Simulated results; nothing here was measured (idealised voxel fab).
Herein follows the process module entitled voxel gate over fins.
Square cells of 5 nm make up the cross-section cut, whose width is 290 nm.
In this document a cross-section is written as a grid of square cells. It is given as a series of bands, listed from the top down, and a band is one or more rows of cells.
Heights first: top, then bottom, in nm. Then materials, left to right, each with a width in nm. "throughout" on a single material: fills the band edge to edge. "air": empty space.
It should be noted that heights are counted from 0, beneath which the wafer as supplied is of one material throughout, and that the lowest band possesses no lower boundary but continues downward, as written in "0 down".
Width: "30->40" (first number = top row, second number = bottom row, same change from row to row of cells).
Take "no modifications" at face value: in the step it is given for, the cross-section changed in none of its cells.
Voids not open to the top, 8 cells minimum: see "Enclosed voids". Written width x height at distance; distance is from the left edge; nm.
That trailing text on a step's line, after the settings, is the simulator's own remark on the step.
"overlay nm", when on a step's line for a step with a mask, measures how far to the right of its planned place the mask lay; a negative measure means to the left.

Planned process steps:
| 1 | RECEIVE [material Si] |
| 2 | CONFORMAL_DEP [material SiN] [thk nm 5] |
| 3 | PATTERN [tone cover] [mask id FINS] [material resist] [width nm 15] [pitch nm 45] [thk nm 15] [overlay nm 0] |
| 4 | DIRECTIONAL_ETCH [etch materials SiN] [depth nm 5] |
| 5 | DIRECTIONAL_ETCH [etch materials Si] [depth nm 30] |
| 6 | STRIP [etch materials resist] |
| 7 | OXIDIZE [depth nm 5] |
| 8 | FILL_DEP [material SiO2] [thk nm 5] |
| 9 | CMP [height nm 5] |
| 10 | SELECTIVE_ETCH [etch materials SiO2] [depth nm 15] |
| 11 | STRIP [etch materials SiN] |
| 12 | CONFORMAL_DEP [material HfO2] [thk nm 5] |
| 13 | CONFORMAL_DEP [material TiN] [thk nm 5] |
| 14 | FILL_DEP [material W] [thk nm 15] |
| 15 | CMP [height nm 20] |
| 16 | CONFORMAL_DEP [material SiCN] [thk nm 5] |
Variable across wafers: step 16 thk nm (plan value is that of the first wafer; starting state common to all).

Step 1 complete: as-received cross-section of the first of several wafers:
> 0 down | Si throughout
> Enclosed voids: none

Wafer rows; end of module; cells per material since receipt: (+) gained, (-) lost; then closed voids:
thk nm 5, +70 HfO2, -385 Si, +58 SiCN, +275 SiO2, +70 TiN, +202 W, Enclosed voids: none
thk nm 10, +70 HfO2, -385 Si, +116 SiCN, +275 SiO2, +70 TiN, +202 W, Enclosed voids: none
thk nm 15, +70 HfO2, -385 Si, +174 SiCN, +275 SiO2, +70 TiN, +202 W, Enclosed voids: none
thk nm 20, +70 HfO2, -385 Si, +232 SiCN, +275 SiO2, +70 TiN, +202 W, Enclosed voids: none
thk nm 25, +70 HfO2, -385 Si, +290 SiCN, +275 SiO2, +70 TiN, +202 W, Enclosed voids: none
